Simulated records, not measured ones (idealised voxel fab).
process module | voxel trench capacitor
cross-section cut | 175 nm wide | cells 5 nm
A cross-section is a grid of square cells, given in bands from the top down. A band is one or more rows of cells.
Each band's line starts with the height of the band's top and of its bottom, in nm. Then come its materials from left to right, each with its width in nm. One material with "throughout" fills the band from edge to edge. "air" is empty space.
Height 0 is the level under which the wafer as received is all one material. The lowest band goes on downwards, as in "0 down".
A width such as "30 to 40" changes by the same amount from each row of cells to the next, from the band's top row to its bottom row.
"no change" after a step means that no cell of the cross-section changed.
closed voids: empty space of 8 cells or more with no open way to the top, each as width x height at its distance from the left edge, in nm
after a step's settings: what the simulator itself notes on the step
overlay nm, on a step with a mask: how far to the right of its planned place the mask lay; to the left if negative
plan
1 op RECEIVE | material Si
2 op CONFORMAL_DEP | material SiN | thk nm 10
3 op PATTERN | tone open | mask id TRENCH | material resist | width nm 25 | pitch nm 45 | thk nm 15 | overlay nm 0
4 op DIRECTIONAL_ETCH | etch materials SiN | depth nm 10
5 op DIRECTIONAL_ETCH | etch materials Si | depth nm 40
6 op STRIP | etch materials resist
7 op CONFORMAL_DEP | material HfO2 | thk nm 5
8 op CONFORMAL_DEP | material TiN | thk nm 5
9 op FILL_DEP | material W | thk nm 5
10 op CMP | height nm 10
as received, after step 1
  0 down: Si throughout
  closed voids: none
a wafer at the end: this start, this plan, one mistake
  10 to 0: SiN 45 | HfO2 5 | TiN 5 | W 5 | TiN 5 | HfO2 5 | SiN 20 | HfO2 5 | TiN 5 | W 5 | TiN 5 | HfO2 5 | SiN 60
  0 to -30: Si 45 | HfO2 5 | TiN 5 | W 5 | TiN 5 | HfO2 5 | Si 20 | HfO2 5 | TiN 5 | W 5 | TiN 5 | HfO2 5 | Si 60
  -30 to -35: Si 45 | HfO2 5 | TiN 15 | HfO2 5 | Si 20 | HfO2 5 | TiN 15 | HfO2 5 | Si 60
  -35 to -40: Si 45 | HfO2 25 | Si 20 | HfO2 25 | Si 60
  -40 down: Si throughout
  closed voids: none
what went wrong: step 3 ran as: op PATTERN | tone open | mask id TRENCH | material resist | width nm 25 | pitch nm 45 | thk nm 15 | overlay nm -5
